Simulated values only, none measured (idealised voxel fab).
Name of the process module below: voxel capacitor over wiring
Section shown: cut. Width: 245 nm. Cell size: 5 nm, square.
Think of the cross-section as a grid of square cells. We describe it in bands, top to bottom, and each band covers one or more rows of those cells.
A band entry consists of two parts. The first gives the height of the band's top and the height of its bottom, in nm. The rest lists the band's materials from left to right, each with its width in nm. A single material labelled with the word "full width" fills the band from edge to edge, and the word "air" marks empty space.
A quick word on heights: they are counted from 0, and under that level the wafer as it came to us is one material throughout. The lowest band is different from the rest in having no bottom; it simply continues downward, written as in "from 0 down".
So if you see something like "30->40" for the width, read it as the top row of the band sitting at the first number and the bottom row at the second, with every row in between moving by the same amount as the last.
It should be understood that the words "nothing was modified", when stated for a given step, signify that the cross-section underwent no change in any of its cells during that step.
Under "Enclosed void catalog" you'll find the enclosed gaps, the ones with no way out to the top, that are 8 cells or bigger; each reads width x height at distance, with distance counted from the left edge, everything in nm.
Step line, after settings: the simulator's comment on this step.
overlay nm, on a step with a mask: how far to the right of its planned place the mask lay; to the left if negative
[Steps in the process plan]
1 RECEIVE | material Si
2 CONFORMAL_DEP | material SiO2 | thk nm 15
3 DIRECTIONAL_DEP | material TiN | thk nm 5
4 DIRECTIONAL_DEP | material Ru | thk nm 15
5 DIRECTIONAL_DEP | material aC | thk nm 10
6 PATTERN | tone cover | mask id METAL_1 | material resist | width nm 25 | pitch nm 85 | thk nm 30 | overlay nm 0
7 DIRECTIONAL_ETCH | etch materials aC | depth nm 10
8 STRIP | etch materials resist
9 DIRECTIONAL_ETCH | etch materials Ru | depth nm 15
10 DIRECTIONAL_ETCH | etch materials TiN | depth nm 5
11 STRIP | etch materials aC
12 FILL_DEP | material SiO2 | thk nm 5
13 CMP | height nm 35
14 CONFORMAL_DEP | material SiCN | thk nm 5
15 DIRECTIONAL_DEP | material SiO2 | thk nm 20
16 PATTERN | tone open | mask id PLUG_1 | material resist | width nm 15 | thk nm 20 | overlay nm 0
17 DIRECTIONAL_ETCH | etch materials SiO2 | depth nm 20
18 DIRECTIONAL_ETCH | etch materials SiCN | depth nm 5
19 STRIP | etch materials resist
20 CONFORMAL_DEP | material TiN | thk nm 5
21 FILL_DEP | material Ru | thk nm 5
22 CMP | height nm 60
23 DIRECTIONAL_DEP | material TiN | thk nm 5
24 DIRECTIONAL_DEP | material SiN | thk nm 5
25 DIRECTIONAL_DEP | material TiN | thk nm 5
26 PATTERN | tone cover | mask id UPPER_PLATE | material resist | width nm 65 | thk nm 15 | overlay nm 0
27 DIRECTIONAL_ETCH | etch materials TiN | depth nm 5
28 DIRECTIONAL_ETCH | etch materials SiN | depth nm 5
29 STRIP | etch materials resist
30 MASKED_ETCH | tone cover | mask id LOWER_PLATE | width nm 75 | etch materials TiN | depth nm 5 | overlay nm 0
31 FILL_DEP | material SiO2 | thk nm 20
32 CMP | height nm 90
33 MASKED_ETCH | tone open | mask id PLUG_2 | width nm 15 | etch materials SiO2 | depth nm 15 | overlay nm 0
34 CONFORMAL_DEP | material TiN | thk nm 5
35 FILL_DEP | material Cu | thk nm 5
36 CMP | height nm 90
37 CONFORMAL_DEP | material SiN | thk nm 5
[First of two wafers - as planned]
[Wafer as received: cross-section following step 1]
- from 0 down = Si full width
- Enclosed void catalog: none
[Cross-section of the wafer subsequent to step 2]
- from 15 to 0 = SiO2 full width
- Below 0 it's all the same as before, nothing changed down there.
[Cross-section of the wafer subsequent to step 3]
- from 20 to 15 = TiN full width
- Below 15 it's all the same as before, nothing changed down there.
[Cross-section of the wafer subsequent to step 4]
- from 35 to 20 = Ru full width
- Below 20 it's all the same as before, nothing changed down there.
[Cross-section of the wafer subsequent to step 5]
- from 45 to 35 = aC full width
- Below 35 it's all the same as before, nothing changed down there.
[Cross-section of the wafer subsequent to step 6]
- from 75 to 45 = 65 nm air, 25 nm resist, 60 nm air, 25 nm resist, 70 nm air
- Below 45 it's all the same as before, nothing changed down there.
[Cross-section of the wafer subsequent to step 7]
- from 65 to 45 = 65 nm air, 25 nm resist, 60 nm air, 25 nm resist, 70 nm air
- from 45 to 35 = 65 nm air, 25 nm aC, 60 nm air, 25 nm aC, 70 nm air
- Below 35 it's all the same as before, nothing changed down there.
[Cross-section of the wafer subsequent to step 8]
- from 45 to 35 = 65 nm air, 25 nm aC, 60 nm air, 25 nm aC, 70 nm air
- Below 35 it's all the same as before, nothing changed down there.
[Cross-section of the wafer subsequent to step 9]
- from 45 to 35 = 65 nm air, 25 nm aC, 60 nm air, 25 nm aC, 70 nm air
- from 35 to 20 = 65 nm air, 25 nm Ru, 60 nm air, 25 nm Ru, 70 nm air
- Below 20 it's all the same as before, nothing changed down there.
[Cross-section of the wafer subsequent to step 10]
- from 45 to 35 = 65 nm air, 25 nm aC, 60 nm air, 25 nm aC, 70 nm air
- from 35 to 20 = 65 nm air, 25 nm Ru, 60 nm air, 25 nm Ru, 70 nm air
- from 20 to 15 = 65 nm air, 25 nm TiN, 60 nm air, 25 nm TiN, 70 nm air
- Below 15 it's all the same as before, nothing changed down there.
[Cross-section of the wafer subsequent to step 11]
- from 35 to 20 = 65 nm air, 25 nm Ru, 60 nm air, 25 nm Ru, 70 nm air
- Below 20 it's all the same as before, nothing changed down there.
[Cross-section of the wafer subsequent to step 12]
- from 40 to 35 = SiO2 full width
- from 35 to 20 = 65 nm SiO2, 25 nm Ru, 60 nm SiO2, 25 nm Ru, 70 nm SiO2
- from 20 to 15 = 65 nm SiO2, 25 nm TiN, 60 nm SiO2, 25 nm TiN, 70 nm SiO2
- Below 15 it's all the same as before, nothing changed down there.
[Cross-section of the wafer subsequent to step 13]
- from 35 to 20 = 65 nm SiO2, 25 nm Ru, 60 nm SiO2, 25 nm Ru, 70 nm SiO2
- Below 20 it's all the same as before, nothing changed down there.
[Cross-section of the wafer subsequent to step 14]
- from 40 to 35 = SiCN full width
- Below 35 it's all the same as before, nothing changed down there.
[Cross-section of the wafer subsequent to step 15]
- from 60 to 40 = SiO2 full width
- Below 40 it's all the same as before, nothing changed down there.
[Cross-section of the wafer subsequent to step 16]
- from 80 to 60 = 75 nm resist, 15 nm air, 155 nm resist
- Below 60 it's all the same as before, nothing changed down there.
[Cross-section of the wafer subsequent to step 17]
- from 80 to 60 = 75 nm resist, 15 nm air, 155 nm resist
- from 60 to 40 = 75 nm SiO2, 15 nm air, 155 nm SiO2
- Below 40 it's all the same as before, nothing changed down there.
[Cross-section of the wafer subsequent to step 18]
- from 80 to 60 = 75 nm resist, 15 nm air, 155 nm resist
- from 60 to 40 = 75 nm SiO2, 15 nm air, 155 nm SiO2
- from 40 to 35 = 75 nm SiCN, 15 nm air, 155 nm SiCN
- Below 35 it's all the same as before, nothing changed down there.
[Cross-section of the wafer subsequent to step 19]
- from 60 to 40 = 75 nm SiO2, 15 nm air, 155 nm SiO2
- Below 40 it's all the same as before, nothing changed down there.
[Cross-section of the wafer subsequent to step 20]
- from 65 to 60 = 80 nm TiN, 5 nm air, 160 nm TiN
- from 60 to 40 = 75 nm SiO2, 5 nm TiN, 5 nm air, 5 nm TiN, 155 nm SiO2
- from 40 to 35 = 75 nm SiCN, 15 nm TiN, 155 nm SiCN
- Below 35 it's all the same as before, nothing changed down there.
[Cross-section of the wafer subsequent to step 21]
- from 70 to 65 = Ru full width
- from 65 to 60 = 80 nm TiN, 5 nm Ru, 160 nm TiN
- from 60 to 40 = 75 nm SiO2, 5 nm TiN, 5 nm Ru, 5 nm TiN, 155 nm SiO2
- Below 40 it's all the same as before, nothing changed down there.
[Cross-section of the wafer subsequent to step 22]
- from 60 to 40 = 75 nm SiO2, 5 nm TiN, 5 nm Ru, 5 nm TiN, 155 nm SiO2
- Below 40 it's all the same as before, nothing changed down there.
[Cross-section of the wafer subsequent to step 23]
- from 65 to 60 = TiN full width
- Below 60 it's all the same as before, nothing changed down there.
[Cross-section of the wafer subsequent to step 24]
- from 70 to 65 = SiN full width
- Below 65 it's all the same as before, nothing changed down there.
[Cross-section of the wafer subsequent to step 25]
- from 75 to 70 = TiN full width
- Below 70 it's all the same as before, nothing changed down there.
[Cross-section of the wafer subsequent to step 26]
- from 90 to 75 = 75 nm air, 65 nm resist, 105 nm air
- Below 75 it's all the same as before, nothing changed down there.
[Cross-section of the wafer subsequent to step 27]
- from 90 to 75 = 75 nm air, 65 nm resist, 105 nm air
- from 75 to 70 = 75 nm air, 65 nm TiN, 105 nm air
- Below 70 it's all the same as before, nothing changed down there.
[Cross-section of the wafer subsequent to step 28]
- from 90 to 75 = 75 nm air, 65 nm resist, 105 nm air
- from 75 to 70 = 75 nm air, 65 nm TiN, 105 nm air
- from 70 to 65 = 75 nm air, 65 nm SiN, 105 nm air
- Below 65 it's all the same as before, nothing changed down there.
[Cross-section of the wafer subsequent to step 29]
- from 75 to 70 = 75 nm air, 65 nm TiN, 105 nm air
- Below 70 it's all the same as before, nothing changed down there.
[Cross-section of the wafer subsequent to step 30]
- from 75 to 70 = 75 nm air, 65 nm TiN, 105 nm air
- from 70 to 65 = 75 nm air, 65 nm SiN, 105 nm air
- from 65 to 60 = 70 nm air, 75 nm TiN, 100 nm air
- Below 60 it's all the same as before, nothing changed down there.
[Cross-section of the wafer subsequent to step 31]
- from 95 to 75 = SiO2 full width
- from 75 to 70 = 75 nm SiO2, 65 nm TiN, 105 nm SiO2
- from 70 to 65 = 75 nm SiO2, 65 nm SiN, 105 nm SiO2
- from 65 to 60 = 70 nm SiO2, 75 nm TiN, 100 nm SiO2
- Below 60 it's all the same as before, nothing changed down there.
[Cross-section of the wafer subsequent to step 32]
- from 90 to 75 = SiO2 full width
- Below 75 it's all the same as before, nothing changed down there.
[Cross-section of the wafer subsequent to step 33]
- from 90 to 75 = 85 nm SiO2, 15 nm air, 145 nm SiO2
- Below 75 it's all the same as before, nothing changed down there.
[Cross-section of the wafer subsequent to step 34]
- from 95 to 90 = 90 nm TiN, 5 nm air, 150 nm TiN
- from 90 to 80 = 85 nm SiO2, 5 nm TiN, 5 nm air, 5 nm TiN, 145 nm SiO2
- from 80 to 70 = 85->75 nm SiO2, 15->65 nm TiN, 145->105 nm SiO2
- Below 70 it's all the same as before, nothing changed down there.
[Cross-section of the wafer subsequent to step 35]
- from 100 to 95 = Cu full width
- from 95 to 90 = 90 nm TiN, 5 nm Cu, 150 nm TiN
- from 90 to 80 = 85 nm SiO2, 5 nm TiN, 5 nm Cu, 5 nm TiN, 145 nm SiO2
- Below 80 it's all the same as before, nothing changed down there.
[Cross-section of the wafer subsequent to step 36]
- from 90 to 80 = 85 nm SiO2, 5 nm TiN, 5 nm Cu, 5 nm TiN, 145 nm SiO2
- Below 80 it's all the same as before, nothing changed down there.
[Cross-section of the wafer subsequent to step 37]
- from 95 to 90 = SiN full width
- Below 90 it's all the same as before, nothing changed down there.
[For the second wafer, take the first wafer's start and plan, then add one mistake made in running it; everything through step 13, that step included, is shared with the first]
[X-section, second wafer, when step 14 was due to finish]
- from 55 to 35 = SiO2 full width
- Below 35 it's all the same as before, nothing changed down there.
[X-section, second wafer, when step 15 was due to finish]
- from 60 to 55 = SiCN full width
- Below 55 it's all the same as before, nothing changed down there.
[X-section, second wafer, when step 16 was due to finish]
- from 80 to 60 = 75 nm resist, 15 nm air, 155 nm resist
- Below 60 it's all the same as before, nothing changed down there.
X-section, second wafer, when step 17 was due to finish: nothing was modified
[X-section, second wafer, when step 18 was due to finish]
- from 80 to 60 = 75 nm resist, 15 nm air, 155 nm resist
- from 60 to 55 = 75 nm SiCN, 15 nm air, 155 nm SiCN
- Below 55 it's all the same as before, nothing changed down there.
[X-section, second wafer, when step 19 was due to finish]
- from 60 to 55 = 75 nm SiCN, 15 nm air, 155 nm SiCN
- Below 55 it's all the same as before, nothing changed down there.
[X-section, second wafer, when step 20 was due to finish]
- from 65 to 60 = 80 nm TiN, 5 nm air, 160 nm TiN
- from 60 to 55 = 75 nm SiCN, 15 nm TiN, 155 nm SiCN
- Below 55 it's all the same as before, nothing changed down there.
[X-section, second wafer, when step 21 was due to finish]
- from 70 to 65 = Ru full width
- from 65 to 60 = 80 nm TiN, 5 nm Ru, 160 nm TiN
- Below 60 it's all the same as before, nothing changed down there.
[X-section, second wafer, when step 22 was due to finish]
- from 60 to 55 = 75 nm SiCN, 15 nm TiN, 155 nm SiCN
- Below 55 it's all the same as before, nothing changed down there.
[X-section, second wafer, when step 23 was due to finish]
- from 65 to 60 = TiN full width
- Below 60 it's all the same as before, nothing changed down there.
[X-section, second wafer, when step 24 was due to finish]
- from 70 to 65 = SiN full width
- Below 65 it's all the same as before, nothing changed down there.
[X-section, second wafer, when step 25 was due to finish]
- from 75 to 70 = TiN full width
- Below 70 it's all the same as before, nothing changed down there.
[X-section, second wafer, when step 26 was due to finish]
- from 90 to 75 = 75 nm air, 65 nm resist, 105 nm air
- Below 75 it's all the same as before, nothing changed down there.
[X-section, second wafer, when step 27 was due to finish]
- from 90 to 75 = 75 nm air, 65 nm resist, 105 nm air
- from 75 to 70 = 75 nm air, 65 nm TiN, 105 nm air
- Below 70 it's all the same as before, nothing changed down there.
[X-section, second wafer, when step 28 was due to finish]
- from 90 to 75 = 75 nm air, 65 nm resist, 105 nm air
- from 75 to 70 = 75 nm air, 65 nm TiN, 105 nm air
- from 70 to 65 = 75 nm air, 65 nm SiN, 105 nm air
- Below 65 it's all the same as before, nothing changed down there.
[X-section, second wafer, when step 29 was due to finish]
- from 75 to 70 = 75 nm air, 65 nm TiN, 105 nm air
- Below 70 it's all the same as before, nothing changed down there.
[X-section, second wafer, when step 30 was due to finish]
- from 75 to 70 = 75 nm air, 65 nm TiN, 105 nm air
- from 70 to 65 = 75 nm air, 65 nm SiN, 105 nm air
- from 65 to 60 = 70 nm air, 75 nm TiN, 100 nm air
- Below 60 it's all the same as before, nothing changed down there.
[X-section, second wafer, when step 31 was due to finish]
- from 95 to 75 = SiO2 full width
- from 75 to 70 = 75 nm SiO2, 65 nm TiN, 105 nm SiO2
- from 70 to 65 = 75 nm SiO2, 65 nm SiN, 105 nm SiO2
- from 65 to 60 = 70 nm SiO2, 75 nm TiN, 100 nm SiO2
- Below 60 it's all the same as before, nothing changed down there.
[X-section, second wafer, when step 32 was due to finish]
- from 90 to 75 = SiO2 full width
- Below 75 it's all the same as before, nothing changed down there.
[X-section, second wafer, when step 33 was due to finish]
- from 90 to 75 = 85 nm SiO2, 15 nm air, 145 nm SiO2
- Below 75 it's all the same as before, nothing changed down there.
[X-section, second wafer, when step 34 was due to finish]
- from 95 to 90 = 90 nm TiN, 5 nm air, 150 nm TiN
- from 90 to 80 = 85 nm SiO2, 5 nm TiN, 5 nm air, 5 nm TiN, 145 nm SiO2
- from 80 to 70 = 85->75 nm SiO2, 15->65 nm TiN, 145->105 nm SiO2
- Below 70 it's all the same as before, nothing changed down there.
[X-section, second wafer, when step 35 was due to finish]
- from 100 to 95 = Cu full width
- from 95 to 90 = 90 nm TiN, 5 nm Cu, 150 nm TiN
- from 90 to 80 = 85 nm SiO2, 5 nm TiN, 5 nm Cu, 5 nm TiN, 145 nm SiO2
- Below 80 it's all the same as before, nothing changed down there.
[X-section, second wafer, when step 36 was due to finish]
- from 90 to 80 = 85 nm SiO2, 5 nm TiN, 5 nm Cu, 5 nm TiN, 145 nm SiO2
- Below 80 it's all the same as before, nothing changed down there.
[X-section, second wafer, when step 37 was due to finish]
- from 95 to 90 = SiN full width
- Below 90 it's all the same as before, nothing changed down there.
Here's what went sideways: it was found that steps 14 and 15 of the process plan had been performed in exchanged positions
at the end the second wafer has, in cells: -4 Ru; +12 SiO2; -8 TiN
